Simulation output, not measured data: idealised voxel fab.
Presented below is a process module, voxel self aligned contacts.
Cross-section cut: width 180 nm, square cells of 5 nm.
A cross-section in this document is a grid of square cells, and it is written down as bands, the top band listed before the ones below it; a band is made up of one or more rows of cells.
Band: top height; bottom height; in nm. Then, left to right: material with width in nm, for each material. "all across": a single material spanning edge to edge. "air": empty space.
We count height from 0. Below that, the starting wafer is all one material. The lowest band never ends at the bottom but goes on down; see "0 and below" for how that is written.
The notation "30..40" denotes a width that varies across the rows of cells in the band, beginning at the first number in the top row, finishing at the second number in the bottom row, and changing by an identical amount from each row to the next.
It should be understood that the words "nothing was modified", when stated for a given step, signify that the cross-section underwent no change in any of its cells during that step.
"Unvented voids" means: voids of 8 cells or more that are shut off from the top with no open way through. Written width x height at distance, distance from the left edge, in nm.
Read whatever lies past the settings on a step's line as the simulator's own remark about the step.
Steps that use a mask can have "overlay nm" on their line. It says how far the mask sat to the right of where it was meant to be. Negative means to the left.

# Set out below are the planned steps of the process
1: RECEIVE [material Si]
2: CONFORMAL_DEP [material SiO2] [thk nm 5]
3: DIRECTIONAL_DEP [material polySi] [thk nm 20]
4: DIRECTIONAL_DEP [material SiN] [thk nm 20]
5: MASKED_ETCH [tone cover] [mask id GATE] [width nm 30] [pitch nm 75] [etch materials SiN] [depth nm 20] [overlay nm 0]
6: MASKED_ETCH [tone cover] [mask id GATE] [width nm 30] [pitch nm 75] [etch materials polySi] [depth nm 20] [overlay nm 0]
7: CONFORMAL_DEP [material SiN] [thk nm 10]
8: DIRECTIONAL_ETCH [etch materials SiN] [depth nm 10]
9: FILL_DEP [material SiO2] [thk nm 10]
10: CMP [height nm 50]
11: PATTERN [tone open] [mask id CONTACT] [material resist] [width nm 55] [thk nm 20] [overlay nm 0]
12: DIRECTIONAL_ETCH [etch materials SiO2] [depth nm 50]
13: STRIP [etch materials resist]
14: CONFORMAL_DEP [material TiN] [thk nm 5]
15: FILL_DEP [material Ru] [thk nm 5]
16: CMP [height nm 50]
17: CONFORMAL_DEP [material SiCN] [thk nm 5]

# Of two wafers, the first: run according to plan

# Cross-section of the wafer as it came to us, i.e., already through step 1
    0 and below  Si all across
    Unvented voids: none

# Cross-section: wafer state after step 2
    5 down to 0  SiO2 all across
    Nothing below the height 0 has changed.

# Cross-section: wafer state after step 3
    25 down to 5  polySi all across
    Nothing below the height 5 has changed.

# Cross-section: wafer state after step 4
    45 down to 25  SiN all across
    Nothing below the height 25 has changed.

# Cross-section: wafer state after step 5
    45 down to 25  air: 35, SiN: 30, air: 45, SiN: 30, air: 40
    Nothing below the height 25 has changed.

# Cross-section: wafer state after step 6
    45 down to 25  air: 35, SiN: 30, air: 45, SiN: 30, air: 40
    25 down to 5  air: 35, polySi: 30, air: 45, polySi: 30, air: 40
    Nothing below the height 5 has changed.

# Cross-section: wafer state after step 7
    55 down to 25  air: 25, SiN: 50, air: 25, SiN: 50, air: 30
    25 down to 15  air: 25, SiN: 10, polySi: 30, SiN: 10, air: 25, SiN: 10, polySi: 30, SiN: 10, air: 30
    15 down to 5  SiN: 35, polySi: 30, SiN: 45, polySi: 30, SiN: 40
    Nothing below the height 5 has changed.

# Cross-section: wafer state after step 8
    45 down to 25  air: 25, SiN: 50, air: 25, SiN: 50, air: 30
    25 down to 5  air: 25, SiN: 10, polySi: 30, SiN: 10, air: 25, SiN: 10, polySi: 30, SiN: 10, air: 30
    Nothing below the height 5 has changed.

# Cross-section: wafer state after step 9
    55 down to 45  SiO2 all across
    45 down to 25  SiO2: 25, SiN: 50, SiO2: 25, SiN: 50, SiO2: 30
    25 down to 5  SiO2: 25, SiN: 10, polySi: 30, SiN: 10, SiO2: 25, SiN: 10, polySi: 30, SiN: 10, SiO2: 30
    Nothing below the height 5 has changed.

# Cross-section: wafer state after step 10
    50 down to 45  SiO2 all across
    Nothing below the height 45 has changed.

# Cross-section: wafer state after step 11
    70 down to 50  resist: 60, air: 55, resist: 65
    Nothing below the height 50 has changed.

# Cross-section: wafer state after step 12
    70 down to 50  resist: 60, air: 55, resist: 65
    50 down to 45  SiO2: 60, air: 55, SiO2: 65
    45 down to 25  SiO2: 25, SiN: 50, air: 25, SiN: 50, SiO2: 30
    25 down to 5  SiO2: 25, SiN: 10, polySi: 30, SiN: 10, air: 25, SiN: 10, polySi: 30, SiN: 10, SiO2: 30
    5 down to 0  SiO2: 75, air: 25, SiO2: 80
    Nothing below the height 0 has changed.

# Cross-section: wafer state after step 13
    50 down to 45  SiO2: 60, air: 55, SiO2: 65
    Nothing below the height 45 has changed.

# Cross-section: wafer state after step 14
    55 down to 50  TiN: 65, air: 45, TiN: 70
    50 down to 45  SiO2: 60, TiN: 20, air: 15, TiN: 20, SiO2: 65
    45 down to 25  SiO2: 25, SiN: 50, TiN: 5, air: 15, TiN: 5, SiN: 50, SiO2: 30
    25 down to 5  SiO2: 25, SiN: 10, polySi: 30, SiN: 10, TiN: 5, air: 15, TiN: 5, SiN: 10, polySi: 30, SiN: 10, SiO2: 30
    5 down to 0  SiO2: 75, TiN: 25, SiO2: 80
    Nothing below the height 0 has changed.

# Cross-section: wafer state after step 15
    60 down to 55  Ru all across
    55 down to 50  TiN: 65, Ru: 45, TiN: 70
    50 down to 45  SiO2: 60, TiN: 20, Ru: 15, TiN: 20, SiO2: 65
    45 down to 25  SiO2: 25, SiN: 50, TiN: 5, Ru: 15, TiN: 5, SiN: 50, SiO2: 30
    25 down to 5  SiO2: 25, SiN: 10, polySi: 30, SiN: 10, TiN: 5, Ru: 15, TiN: 5, SiN: 10, polySi: 30, SiN: 10, SiO2: 30
    Nothing below the height 5 has changed.

# Cross-section: wafer state after step 16
    50 down to 45  SiO2: 60, TiN: 20, Ru: 15, TiN: 20, SiO2: 65
    Nothing below the height 45 has changed.

# Cross-section: wafer state after step 17
    55 down to 50  SiCN all across
    Nothing below the height 50 has changed.

# Second Wafer (Identical Start and Plan, One Processing Error; Matches First Wafer Through Step 10)

# Cross-sectional representation of the second wafer at the time designated in the plan for the completion of step 11
    70 down to 50  resist: 65, air: 45, resist: 70
    Nothing below the height 50 has changed.

# Cross-sectional representation of the second wafer at the time designated in the plan for the completion of step 12
    70 down to 50  resist: 65, air: 45, resist: 70
    50 down to 45  SiO2: 65, air: 45, SiO2: 70
    45 down to 25  SiO2: 25, SiN: 50, air: 25, SiN: 50, SiO2: 30
    25 down to 5  SiO2: 25, SiN: 10, polySi: 30, SiN: 10, air: 25, SiN: 10, polySi: 30, SiN: 10, SiO2: 30
    5 down to 0  SiO2: 75, air: 25, SiO2: 80
    Nothing below the height 0 has changed.

# Cross-sectional representation of the second wafer at the time designated in the plan for the completion of step 13
    50 down to 45  SiO2: 65, air: 45, SiO2: 70
    Nothing below the height 45 has changed.

# Cross-sectional representation of the second wafer at the time designated in the plan for the completion of step 14
    55 down to 50  TiN: 70, air: 35, TiN: 75
    50 down to 45  SiO2: 65, TiN: 15, air: 15, TiN: 15, SiO2: 70
    45 down to 25  SiO2: 25, SiN: 50, TiN: 5, air: 15, TiN: 5, SiN: 50, SiO2: 30
    25 down to 5  SiO2: 25, SiN: 10, polySi: 30, SiN: 10, TiN: 5, air: 15, TiN: 5, SiN: 10, polySi: 30, SiN: 10, SiO2: 30
    5 down to 0  SiO2: 75, TiN: 25, SiO2: 80
    Nothing below the height 0 has changed.

# Cross-sectional representation of the second wafer at the time designated in the plan for the completion of step 15
    60 down to 55  Ru all across
    55 down to 50  TiN: 70, Ru: 35, TiN: 75
    50 down to 45  SiO2: 65, TiN: 15, Ru: 15, TiN: 15, SiO2: 70
    45 down to 25  SiO2: 25, SiN: 50, TiN: 5, Ru: 15, TiN: 5, SiN: 50, SiO2: 30
    25 down to 5  SiO2: 25, SiN: 10, polySi: 30, SiN: 10, TiN: 5, Ru: 15, TiN: 5, SiN: 10, polySi: 30, SiN: 10, SiO2: 30
    Nothing below the height 5 has changed.

# Cross-sectional representation of the second wafer at the time designated in the plan for the completion of step 16
    50 down to 45  SiO2: 65, TiN: 15, Ru: 15, TiN: 15, SiO2: 70
    Nothing below the height 45 has changed.

# Cross-sectional representation of the second wafer at the time designated in the plan for the completion of step 17
    55 down to 50  SiCN all across
    Nothing below the height 50 has changed.
Error vs. plan: step 11 deviated from plan and actually ran as PATTERN [tone open] [mask id CONTACT] [material resist] [width nm 45] [thk nm 20] [overlay nm 0]
Bottom line after processing is that, in cells, the second wafer is up or down on some materials versus the first: +2 SiO2; -2 TiN
